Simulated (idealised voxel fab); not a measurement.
Herein follows the process module entitled voxel quadruple lines.
Pictured: cross-section cut, 245 nm wide, on a grid of 5 nm square cells.
Cross-section layout: square cells on a grid; listed as bands, top to bottom; a band spans one or more cell rows.
A band entry consists of two parts. The first gives the height of the band's top and the height of its bottom, in nm. The rest lists the band's materials from left to right, each with its width in nm. A single material labelled with the word "everywhere" fills the band from edge to edge, and the word "air" marks empty space.
Measure heights from 0. That's the level where, below it, the as-received wafer is all one material. The lowest band is bottomless and extends downward; write it as in "0 -> down".
So if you see something like "30->40" for the width, read it as the top row of the band sitting at the first number and the bottom row at the second, with every row in between moving by the same amount as the last.
Where a step carries "no alteration", the cross-section came out of it unchanged, cell for cell.
Look at "Trapped cavities" for the closed voids: empty spaces with no open path to the top, sized 8 cells or up. Each is width x height at distance, distance from the left edge, all nm.
On each step's line, the part that comes after the settings is the simulator's own comment on the step.
overlay nm: where the mask lay relative to plan, measured to the right, on steps with a mask; negatives go left.
# Steps planned for the process
| 1 | RECEIVE (material Si) |
| 2 | CONFORMAL_DEP (material Al2O3; thk nm 5) |
| 3 | DIRECTIONAL_DEP (material TiN; thk nm 10) |
| 4 | DIRECTIONAL_DEP (material polySi; thk nm 20) |
| 5 | DIRECTIONAL_DEP (material aC; thk nm 25) |
| 6 | PATTERN (tone cover; mask id MANDREL; material resist; width nm 35; pitch nm 100; thk nm 30; overlay nm 0) |
| 7 | DIRECTIONAL_ETCH (etch materials aC; depth nm 25) |
| 8 | STRIP (etch materials resist) |
| 9 | CONFORMAL_DEP (material SiO2; thk nm 15) |
| 10 | DIRECTIONAL_ETCH (etch materials SiO2; depth nm 15) |
| 11 | STRIP (etch materials aC) |
| 12 | DIRECTIONAL_ETCH (etch materials polySi; depth nm 20) |
| 13 | STRIP (etch materials SiO2) |
| 14 | CONFORMAL_DEP (material SiCN; thk nm 10) |
| 15 | DIRECTIONAL_ETCH (etch materials SiCN; depth nm 10) |
| 16 | STRIP (etch materials polySi) |
| 17 | DIRECTIONAL_ETCH (etch materials TiN; depth nm 10) |
| 18 | STRIP (etch materials SiCN) |
# First out of two wafers; run went to plan
# Received-state cross-section, reflecting completion of step 1
	0 -> down | Si everywhere
	Trapped cavities: none
# Once step 2 is through, the wafer looks like this in cross-section
	5 -> 0 | Al2O3 everywhere
	All layers under 0 are left as they were.
# Once step 3 is through, the wafer looks like this in cross-section
	15 -> 5 | TiN everywhere
	All layers under 5 are left as they were.
# Once step 4 is through, the wafer looks like this in cross-section
	35 -> 15 | polySi everywhere
	All layers under 15 are left as they were.
# Once step 5 is through, the wafer looks like this in cross-section
	60 -> 35 | aC everywhere
	All layers under 35 are left as they were.
# Once step 6 is through, the wafer looks like this in cross-section
	90 -> 60 | 55 nm air, then 35 nm resist, then 65 nm air, then 35 nm resist, then 55 nm air
	All layers under 60 are left as they were.
# Once step 7 is through, the wafer looks like this in cross-section
	65 -> 60 | 55 nm air, then 35 nm resist, then 65 nm air, then 35 nm resist, then 55 nm air
	60 -> 35 | 55 nm air, then 35 nm aC, then 65 nm air, then 35 nm aC, then 55 nm air
	All layers under 35 are left as they were.
# Once step 8 is through, the wafer looks like this in cross-section
	60 -> 35 | 55 nm air, then 35 nm aC, then 65 nm air, then 35 nm aC, then 55 nm air
	All layers under 35 are left as they were.
# Once step 9 is through, the wafer looks like this in cross-section
	75 -> 60 | 40 nm air, then 65 nm SiO2, then 35 nm air, then 65 nm SiO2, then 40 nm air
	60 -> 50 | 40 nm air, then 15 nm SiO2, then 35 nm aC, then 15 nm SiO2, then 35 nm air, then 15 nm SiO2, then 35 nm aC, then 15 nm SiO2, then 40 nm air
	50 -> 35 | 55 nm SiO2, then 35 nm aC, then 65 nm SiO2, then 35 nm aC, then 55 nm SiO2
	All layers under 35 are left as they were.
# Once step 10 is through, the wafer looks like this in cross-section
	60 -> 35 | 40 nm air, then 15 nm SiO2, then 35 nm aC, then 15 nm SiO2, then 35 nm air, then 15 nm SiO2, then 35 nm aC, then 15 nm SiO2, then 40 nm air
	All layers under 35 are left as they were.
# Once step 11 is through, the wafer looks like this in cross-section
	60 -> 35 | 40 nm air, then 15 nm SiO2, then 35 nm air, then 15 nm SiO2, then 35 nm air, then 15 nm SiO2, then 35 nm air, then 15 nm SiO2, then 40 nm air
	All layers under 35 are left as they were.
# Once step 12 is through, the wafer looks like this in cross-section
	60 -> 35 | 40 nm air, then 15 nm SiO2, then 35 nm air, then 15 nm SiO2, then 35 nm air, then 15 nm SiO2, then 35 nm air, then 15 nm SiO2, then 40 nm air
	35 -> 15 | 40 nm air, then 15 nm polySi, then 35 nm air, then 15 nm polySi, then 35 nm air, then 15 nm polySi, then 35 nm air, then 15 nm polySi, then 40 nm air
	All layers under 15 are left as they were.
# Once step 13 is through, the wafer looks like this in cross-section
	35 -> 15 | 40 nm air, then 15 nm polySi, then 35 nm air, then 15 nm polySi, then 35 nm air, then 15 nm polySi, then 35 nm air, then 15 nm polySi, then 40 nm air
	All layers under 15 are left as they were.
# Once step 14 is through, the wafer looks like this in cross-section
	45 -> 35 | 30 nm air, then 35 nm SiCN, then 15 nm air, then 35 nm SiCN, then 15 nm air, then 35 nm SiCN, then 15 nm air, then 35 nm SiCN, then 30 nm air
	35 -> 25 | 30 nm air, then 10 nm SiCN, then 15 nm polySi, then 10 nm SiCN, then 15 nm air, then 10 nm SiCN, then 15 nm polySi, then 10 nm SiCN, then 15 nm air, then 10 nm SiCN, then 15 nm polySi, then 10 nm SiCN, then 15 nm air, then 10 nm SiCN, then 15 nm polySi, then 10 nm SiCN, then 30 nm air
	25 -> 15 | 40 nm SiCN, then 15 nm polySi, then 35 nm SiCN, then 15 nm polySi, then 35 nm SiCN, then 15 nm polySi, then 35 nm SiCN, then 15 nm polySi, then 40 nm SiCN
	All layers under 15 are left as they were.
# Once step 15 is through, the wafer looks like this in cross-section
	35 -> 15 | 30 nm air, then 10 nm SiCN, then 15 nm polySi, then 10 nm SiCN, then 15 nm air, then 10 nm SiCN, then 15 nm polySi, then 10 nm SiCN, then 15 nm air, then 10 nm SiCN, then 15 nm polySi, then 10 nm SiCN, then 15 nm air, then 10 nm SiCN, then 15 nm polySi, then 10 nm SiCN, then 30 nm air
	All layers under 15 are left as they were.
# Once step 16 is through, the wafer looks like this in cross-section
	35 -> 15 | 30 nm air, then 10 nm SiCN, then 15 nm air, then 10 nm SiCN, then 15 nm air, then 10 nm SiCN, then 15 nm air, then 10 nm SiCN, then 15 nm air, then 10 nm SiCN, then 15 nm air, then 10 nm SiCN, then 15 nm air, then 10 nm SiCN, then 15 nm air, then 10 nm SiCN, then 30 nm air
	All layers under 15 are left as they were.
# Once step 17 is through, the wafer looks like this in cross-section
	35 -> 15 | 30 nm air, then 10 nm SiCN, then 15 nm air, then 10 nm SiCN, then 15 nm air, then 10 nm SiCN, then 15 nm air, then 10 nm SiCN, then 15 nm air, then 10 nm SiCN, then 15 nm air, then 10 nm SiCN, then 15 nm air, then 10 nm SiCN, then 15 nm air, then 10 nm SiCN, then 30 nm air
	15 -> 5 | 30 nm air, then 10 nm TiN, then 15 nm air, then 10 nm TiN, then 15 nm air, then 10 nm TiN, then 15 nm air, then 10 nm TiN, then 15 nm air, then 10 nm TiN, then 15 nm air, then 10 nm TiN, then 15 nm air, then 10 nm TiN, then 15 nm air, then 10 nm TiN, then 30 nm air
	All layers under 5 are left as they were.
# Once step 18 is through, the wafer looks like this in cross-section
	15 -> 5 | 30 nm air, then 10 nm TiN, then 15 nm air, then 10 nm TiN, then 15 nm air, then 10 nm TiN, then 15 nm air, then 10 nm TiN, then 15 nm air, then 10 nm TiN, then 15 nm air, then 10 nm TiN, then 15 nm air, then 10 nm TiN, then 15 nm air, then 10 nm TiN, then 30 nm air
	All layers under 5 are left as they were.
# second wafer: like start, like plan, one mistake. Through step 5 it matches the first wafer
# What the second wafer looks like in cross-section when step 6 should have wrapped up
	90 -> 60 | 50 nm air, then 45 nm resist, then 55 nm air, then 45 nm resist, then 50 nm air
	All layers under 60 are left as they were.
# What the second wafer looks like in cross-section when step 7 should have wrapped up
	65 -> 60 | 50 nm air, then 45 nm resist, then 55 nm air, then 45 nm resist, then 50 nm air
	60 -> 35 | 50 nm air, then 45 nm aC, then 55 nm air, then 45 nm aC, then 50 nm air
	All layers under 35 are left as they were.
# What the second wafer looks like in cross-section when step 8 should have wrapped up
	60 -> 35 | 50 nm air, then 45 nm aC, then 55 nm air, then 45 nm aC, then 50 nm air
	All layers under 35 are left as they were.
# What the second wafer looks like in cross-section when step 9 should have wrapped up
	75 -> 60 | 35 nm air, then 75 nm SiO2, then 25 nm air, then 75 nm SiO2, then 35 nm air
	60 -> 50 | 35 nm air, then 15 nm SiO2, then 45 nm aC, then 15 nm SiO2, then 25 nm air, then 15 nm SiO2, then 45 nm aC, then 15 nm SiO2, then 35 nm air
	50 -> 35 | 50 nm SiO2, then 45 nm aC, then 55 nm SiO2, then 45 nm aC, then 50 nm SiO2
	All layers under 35 are left as they were.
# What the second wafer looks like in cross-section when step 10 should have wrapped up
	60 -> 35 | 35 nm air, then 15 nm SiO2, then 45 nm aC, then 15 nm SiO2, then 25 nm air, then 15 nm SiO2, then 45 nm aC, then 15 nm SiO2, then 35 nm air
	All layers under 35 are left as they were.
# What the second wafer looks like in cross-section when step 11 should have wrapped up
	60 -> 35 | 35 nm air, then 15 nm SiO2, then 45 nm air, then 15 nm SiO2, then 25 nm air, then 15 nm SiO2, then 45 nm air, then 15 nm SiO2, then 35 nm air
	All layers under 35 are left as they were.
# What the second wafer looks like in cross-section when step 12 should have wrapped up
	60 -> 35 | 35 nm air, then 15 nm SiO2, then 45 nm air, then 15 nm SiO2, then 25 nm air, then 15 nm SiO2, then 45 nm air, then 15 nm SiO2, then 35 nm air
	35 -> 15 | 35 nm air, then 15 nm polySi, then 45 nm air, then 15 nm polySi, then 25 nm air, then 15 nm polySi, then 45 nm air, then 15 nm polySi, then 35 nm air
	All layers under 15 are left as they were.
# What the second wafer looks like in cross-section when step 13 should have wrapped up
	35 -> 15 | 35 nm air, then 15 nm polySi, then 45 nm air, then 15 nm polySi, then 25 nm air, then 15 nm polySi, then 45 nm air, then 15 nm polySi, then 35 nm air
	All layers under 15 are left as they were.
# What the second wafer looks like in cross-section when step 14 should have wrapped up
	45 -> 35 | 25 nm air, then 35 nm SiCN, then 25 nm air, then 35 nm SiCN, then 5 nm air, then 35 nm SiCN, then 25 nm air, then 35 nm SiCN, then 25 nm air
	35 -> 25 | 25 nm air, then 10 nm SiCN, then 15 nm polySi, then 10 nm SiCN, then 25 nm air, then 10 nm SiCN, then 15 nm polySi, then 10 nm SiCN, then 5 nm air, then 10 nm SiCN, then 15 nm polySi, then 10 nm SiCN, then 25 nm air, then 10 nm SiCN, then 15 nm polySi, then 10 nm SiCN, then 25 nm air
	25 -> 15 | 35 nm SiCN, then 15 nm polySi, then 45 nm SiCN, then 15 nm polySi, then 25 nm SiCN, then 15 nm polySi, then 45 nm SiCN, then 15 nm polySi, then 35 nm SiCN
	All layers under 15 are left as they were.
# What the second wafer looks like in cross-section when step 15 should have wrapped up
	35 -> 15 | 25 nm air, then 10 nm SiCN, then 15 nm polySi, then 10 nm SiCN, then 25 nm air, then 10 nm SiCN, then 15 nm polySi, then 10 nm SiCN, then 5 nm air, then 10 nm SiCN, then 15 nm polySi, then 10 nm SiCN, then 25 nm air, then 10 nm SiCN, then 15 nm polySi, then 10 nm SiCN, then 25 nm air
	All layers under 15 are left as they were.
# What the second wafer looks like in cross-section when step 16 should have wrapped up
	35 -> 15 | 25 nm air, then 10 nm SiCN, then 15 nm air, then 10 nm SiCN, then 25 nm air, then 10 nm SiCN, then 15 nm air, then 10 nm SiCN, then 5 nm air, then 10 nm SiCN, then 15 nm air, then 10 nm SiCN, then 25 nm air, then 10 nm SiCN, then 15 nm air, then 10 nm SiCN, then 25 nm air
	All layers under 15 are left as they were.
# What the second wafer looks like in cross-section when step 17 should have wrapped up
	35 -> 15 | 25 nm air, then 10 nm SiCN, then 15 nm air, then 10 nm SiCN, then 25 nm air, then 10 nm SiCN, then 15 nm air, then 10 nm SiCN, then 5 nm air, then 10 nm SiCN, then 15 nm air, then 10 nm SiCN, then 25 nm air, then 10 nm SiCN, then 15 nm air, then 10 nm SiCN, then 25 nm air
	15 -> 5 | 25 nm air, then 10 nm TiN, then 15 nm air, then 10 nm TiN, then 25 nm air, then 10 nm TiN, then 15 nm air, then 10 nm TiN, then 5 nm air, then 10 nm TiN, then 15 nm air, then 10 nm TiN, then 25 nm air, then 10 nm TiN, then 15 nm air, then 10 nm TiN, then 25 nm air
	All layers under 5 are left as they were.
# What the second wafer looks like in cross-section when step 18 should have wrapped up
	15 -> 5 | 25 nm air, then 10 nm TiN, then 15 nm air, then 10 nm TiN, then 25 nm air, then 10 nm TiN, then 15 nm air, then 10 nm TiN, then 5 nm air, then 10 nm TiN, then 15 nm air, then 10 nm TiN, then 25 nm air, then 10 nm TiN, then 15 nm air, then 10 nm TiN, then 25 nm air
	All layers under 5 are left as they were.
Plan not followed: step 6 did not happen as planned, as run it was PATTERN (tone cover; mask id MANDREL; material resist; width nm 45; pitch nm 100; thk nm 30; overlay nm 0)
At the end, each material covers as many cells on the second wafer as it does on the first, though the cells it covers are elsewhere.
